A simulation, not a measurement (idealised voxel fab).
The process module presented herein is designated voxel local oxidation.
We display cut, a cross-section 240 nm in width whose square cells are each 5 nm.
When this document writes out a cross-section, it uses a grid of square cells and lists it as bands, beginning at the top and moving down, with a band standing for one or more rows of cells. Band: top and bottom heights (nm) first, top before bottom; then materials from left to right, widths in nm. "edge to edge" marks a sole material filling the band edge to edge. "air" denotes empty space. Height datum 0, below which the as-received substrate wafer is one material. Lowest band open at the bottom, running downward: "0 nm and below". A width such as "30->40" changes by the same amount from each row of cells to the next, from the band's top row to its bottom row. "no change" -> step changed no cross-section cell. Any empty space of 8 cells or more lacking an open way to the top shows up in "Fully sealed cavities" as width x height at distance, distance from the left edge, in nm. Whatever follows a step's settings on its line is a remark the simulator itself makes about that step. Each step line may optionally specify "overlay nm", which for a step with a mask gives the rightward distance between the mask's planned place and where it lay, a negative value indicating the leftward direction.
The steps planned for the process are as follows:
1) RECEIVE [material Si]
2) OXIDIZE [depth nm 5]
3) CONFORMAL_DEP [material SiN] [thk nm 10]
4) DIRECTIONAL_DEP [material aC] [thk nm 15]
5) PATTERN [tone cover] [mask id ACTIVE] [material resist] [width nm 100] [thk nm 35] [overlay nm 0]
6) DIRECTIONAL_ETCH [etch materials aC] [depth nm 15]
7) STRIP [etch materials resist]
8) DIRECTIONAL_ETCH [etch materials SiN] [depth nm 10]
9) STRIP [etch materials aC]
10) SELECTIVE_ETCH [etch materials SiO2] [depth nm 5]
11) OXIDIZE [depth nm 15]
12) STRIP [etch materials SiN]
Concerning the first of two wafers, which was run in accordance with the plan:
As-received wafer cross-section (after step 1):
- 0 nm and below: Si edge to edge
- Fully sealed cavities: none
Cross-section of the wafer subsequent to step 2:
- 0 nm to -5 nm: SiO2 edge to edge
- No changes below -5.
Cross-section of the wafer subsequent to step 3:
- 10 nm to 0 nm: SiN edge to edge
- No changes below 0.
Cross-section of the wafer subsequent to step 4:
- 25 nm to 10 nm: aC edge to edge
- No changes below 10.
Cross-section of the wafer subsequent to step 5:
- 60 nm to 25 nm: air 70 nm | resist 100 nm | air 70 nm
- No changes below 25.
Cross-section of the wafer subsequent to step 6:
- 45 nm to 25 nm: air 70 nm | resist 100 nm | air 70 nm
- 25 nm to 10 nm: air 70 nm | aC 100 nm | air 70 nm
- No changes below 10.
Cross-section of the wafer subsequent to step 7:
- 25 nm to 10 nm: air 70 nm | aC 100 nm | air 70 nm
- No changes below 10.
Cross-section of the wafer subsequent to step 8:
- 25 nm to 10 nm: air 70 nm | aC 100 nm | air 70 nm
- 10 nm to 0 nm: air 70 nm | SiN 100 nm | air 70 nm
- No changes below 0.
Cross-section of the wafer subsequent to step 9:
- 10 nm to 0 nm: air 70 nm | SiN 100 nm | air 70 nm
- No changes below 0.
Cross-section of the wafer subsequent to step 10:
- 10 nm to 0 nm: air 70 nm | SiN 100 nm | air 70 nm
- 0 nm to -5 nm: air 75 nm | SiO2 90 nm | air 75 nm
- No changes below -5.
Cross-section of the wafer subsequent to step 11:
- 10 nm to 0 nm: air 70 nm | SiN 100 nm | air 70 nm
- 0 nm to -5 nm: air 75 nm | SiO2 90 nm | air 75 nm
- -5 nm to -20 nm: SiO2 90 nm | Si 60 nm | SiO2 90 nm
- No changes below -20.
Cross-section of the wafer subsequent to step 12:
- 0 nm to -5 nm: air 75 nm | SiO2 90 nm | air 75 nm
- No changes below -5.
Wafer two. Same start, same plan, one slip in execution. Same as wafer one through step 9, inclusive:
The second wafer in cross-section, at the planned close of step 10:
- 10 nm to 0 nm: air 70 nm | SiN 100 nm | air 70 nm
- 0 nm to -5 nm: air 85 nm | SiO2 70 nm | air 85 nm
- No changes below -5.
The second wafer in cross-section, at the planned close of step 11:
- 10 nm to 0 nm: air 70 nm | SiN 100 nm | air 70 nm
- 0 nm to -5 nm: air 85 nm | SiO2 70 nm | air 85 nm
- -5 nm to -20 nm: SiO2 100 nm | Si 40 nm | SiO2 100 nm
- No changes below -20.
The second wafer in cross-section, at the planned close of step 12:
- 0 nm to -5 nm: air 85 nm | SiO2 70 nm | air 85 nm
- No changes below -5.
Want to know what went wrong? note that step 10 departed from the planned setting and was carried out as SELECTIVE_ETCH [etch materials SiO2] [depth nm 15]
Final cells, second wafer relative to first, materials higher or lower: -12 Si, +8 SiO2
